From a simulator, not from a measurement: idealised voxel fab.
process module | voxel ribs on slabs
cross-section cut | 250 nm wide | cells 5 nm
A cross-section is a grid of square cells, given in bands from the top down. A band is one or more rows of cells.
Each band's line starts with the height of the band's top and of its bottom, in nm. Then come its materials from left to right, each with its width in nm. One material with "throughout" fills the band from edge to edge. "air" is empty space.
Height 0 is the level under which the wafer as received is all one material. The lowest band goes on downwards, as in "0 down".
A width such as "30 to 40" changes by the same amount from each row of cells to the next, from the band's top row to its bottom row.
"no change" after a step means that no cell of the cross-section changed.
closed voids: empty space of 8 cells or more with no open way to the top, each as width x height at its distance from the left edge, in nm
after a step's settings: what the simulator itself notes on the step
overlay nm, on a step with a mask: how far to the right of its planned place the mask lay; to the left if negative
plan
1 op RECEIVE | material Si
2 op DIRECTIONAL_DEP | material SiO2 | thk nm 25
3 op DIRECTIONAL_DEP | material polySi | thk nm 15
4 op PATTERN | tone cover | mask id RIB | material resist | width nm 30 | thk nm 20 | overlay nm 0
5 op DIRECTIONAL_ETCH | etch materials polySi | depth nm 10
6 op STRIP | etch materials resist
7 op MASKED_ETCH | tone cover | mask id SLAB | width nm 90 | etch materials polySi | depth nm 5 | overlay nm 0
8 op FILL_DEP | material SiO2 | thk nm 25
9 op CMP | height nm 60
10 op DIRECTIONAL_DEP | material TiN | thk nm 5
11 op MASKED_ETCH | tone cover | mask id HEATER | width nm 40 | etch materials TiN | depth nm 5 | overlay nm 0
12 op CONFORMAL_DEP | material SiO2 | thk nm 10
as received, after step 1
  0 down: Si throughout
  closed voids: none
a wafer at the end: this start, this plan, one mistake
  75 to 70: air 95 | SiO2 60 | air 95
  70 to 65: SiO2 throughout
  65 to 60: SiO2 105 | TiN 40 | SiO2 105
  60 to 35: SiO2 throughout
  35 to 30: SiO2 110 | polySi 30 | SiO2 110
  30 to 25: polySi 80 | SiO2 30 | polySi 30 | SiO2 30 | polySi 80
  25 to 0: SiO2 throughout
  0 down: Si throughout
  closed voids: none
what went wrong: step 7 ran as: op MASKED_ETCH | tone open | mask id SLAB | width nm 90 | etch materials polySi | depth nm 5 | overlay nm 0
